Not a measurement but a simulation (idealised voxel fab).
The document below concerns the process module designated voxel self aligned vias.
Square cells of 5 nm make up the cross-section cut, whose width is 210 nm.
A cross-section is written here as square cells arranged in a grid, and it is given in bands from the top down, each band taking up one or more rows of cells. For a band, the entry starts with two heights in nm, that of the top and then that of the bottom, and carries on with the band's materials in order from left to right, each alongside its width in nm; the word "throughout" beside a single material means it fills the band edge to edge, and "air" means empty space. It should be noted that heights are counted from 0, beneath which the wafer as supplied is of one material throughout, and that the lowest band possesses no lower boundary but continues downward, as written in "0 down". The notation "30 to 40" denotes a width that varies across the rows of cells in the band, beginning at the first number in the top row, finishing at the second number in the bottom row, and changing by an identical amount from each row to the next. "nothing changed" means the step left every cell of the cross-section as it was. Each empty space that has no open way to the top and spans at least 8 cells appears under "Closed-off voids" as width x height at distance, the distance counted from the left edge, all in nm. Note: text after step settings on the step line = simulator remark on that step. overlay nm: mask right of planned place by this much (step with mask). Neg. = left.

## These are the steps we planned for the process
step 1: RECEIVE,material Si
step 2: CONFORMAL_DEP,material SiO2,thk nm 10
step 3: CONFORMAL_DEP,material SiCN,thk nm 5
step 4: DIRECTIONAL_DEP,material SiO2,thk nm 30
step 5: PATTERN,tone open,mask id LINES,material resist,width nm 20,pitch nm 65,thk nm 15,overlay nm 0
step 6: DIRECTIONAL_ETCH,etch materials SiO2,depth nm 30
step 7: STRIP,etch materials resist
step 8: CONFORMAL_DEP,material TiN,thk nm 5
step 9: FILL_DEP,material W,thk nm 5
step 10: CMP,height nm 45
step 11: SELECTIVE_ETCH,etch materials W Ru TiN,depth nm 5
step 12: FILL_DEP,material SiN,thk nm 5
step 13: CMP,height nm 45
step 14: DIRECTIONAL_DEP,material SiO2,thk nm 20
step 15: DIRECTIONAL_DEP,material aC,thk nm 10
step 16: PATTERN,tone open,mask id VIAS,material resist,width nm 40,pitch nm 130,thk nm 30,overlay nm 0
step 17: DIRECTIONAL_ETCH,etch materials aC,depth nm 10
step 18: STRIP,etch materials resist
step 19: DIRECTIONAL_ETCH,etch materials SiO2,depth nm 20
step 20: DIRECTIONAL_ETCH,etch materials SiN,depth nm 5
step 21: STRIP,etch materials aC
step 22: CONFORMAL_DEP,material TiN,thk nm 5
step 23: FILL_DEP,material Cu,thk nm 5
step 24: CMP,height nm 65
step 25: CONFORMAL_DEP,material SiCN,thk nm 5

## This is the cross-section of the wafer as we received it, i.e. after step 1
0 down | Si throughout
Closed-off voids: none

## Module complete - cross-section of the first of two wafers, run according to plan
70 to 65 | SiCN throughout
65 to 50 | 20 nm SiO2 / 5 nm TiN / 30 nm Cu / 5 nm TiN / 90 nm SiO2 / 5 nm TiN / 30 nm Cu / 5 nm TiN / 20 nm SiO2
50 to 45 | 20 nm SiO2 / 15 nm TiN / 10 nm Cu / 15 nm TiN / 90 nm SiO2 / 15 nm TiN / 10 nm Cu / 15 nm TiN / 20 nm SiO2
45 to 40 | 30 nm SiO2 / 20 nm TiN / 45 nm SiO2 / 20 nm SiN / 45 nm SiO2 / 20 nm TiN / 30 nm SiO2
40 to 20 | 30 nm SiO2 / 5 nm TiN / 10 nm W / 5 nm TiN / 45 nm SiO2 / 5 nm TiN / 10 nm W / 5 nm TiN / 45 nm SiO2 / 5 nm TiN / 10 nm W / 5 nm TiN / 30 nm SiO2
20 to 15 | 30 nm SiO2 / 20 nm TiN / 45 nm SiO2 / 20 nm TiN / 45 nm SiO2 / 20 nm TiN / 30 nm SiO2
15 to 10 | SiCN throughout
10 to 0 | SiO2 throughout
0 down | Si throughout
Closed-off voids: none

## End-of-module cross-section of the second wafer: identical starting point and process plan to the first, with one processing mistake
70 to 65 | SiCN throughout
65 to 50 | 20 nm SiO2 / 5 nm TiN / 30 nm Cu / 5 nm TiN / 90 nm SiO2 / 5 nm TiN / 30 nm Cu / 5 nm TiN / 20 nm SiO2
50 to 45 | 20 nm SiO2 / 15 nm TiN / 10 nm Cu / 15 nm TiN / 90 nm SiO2 / 15 nm TiN / 10 nm Cu / 15 nm TiN / 20 nm SiO2
45 to 40 | 30 nm SiO2 / 20 nm TiN / 45 nm SiO2 / 20 nm SiN / 45 nm SiO2 / 20 nm TiN / 30 nm SiO2
40 to 20 | 30 nm SiO2 / 5 nm TiN / 10 nm W / 5 nm TiN / 45 nm SiO2 / 5 nm TiN / 10 nm W / 5 nm TiN / 45 nm SiO2 / 5 nm TiN / 10 nm W / 5 nm TiN / 30 nm SiO2
20 to 15 | 30 nm SiO2 / 20 nm TiN / 45 nm SiO2 / 20 nm TiN / 45 nm SiO2 / 20 nm TiN / 30 nm SiO2
15 to 5 | SiO2 throughout
5 to 0 | SiCN throughout
0 down | Si throughout
Closed-off voids: none
It is concluded that the wafer was processed incorrectly with respect to the plan, in that step 2 ran in the slot meant for step 3, and vice versa
When the process is done, the second wafer contains the same cell count of every material as the first wafer, but distributed over other locations.
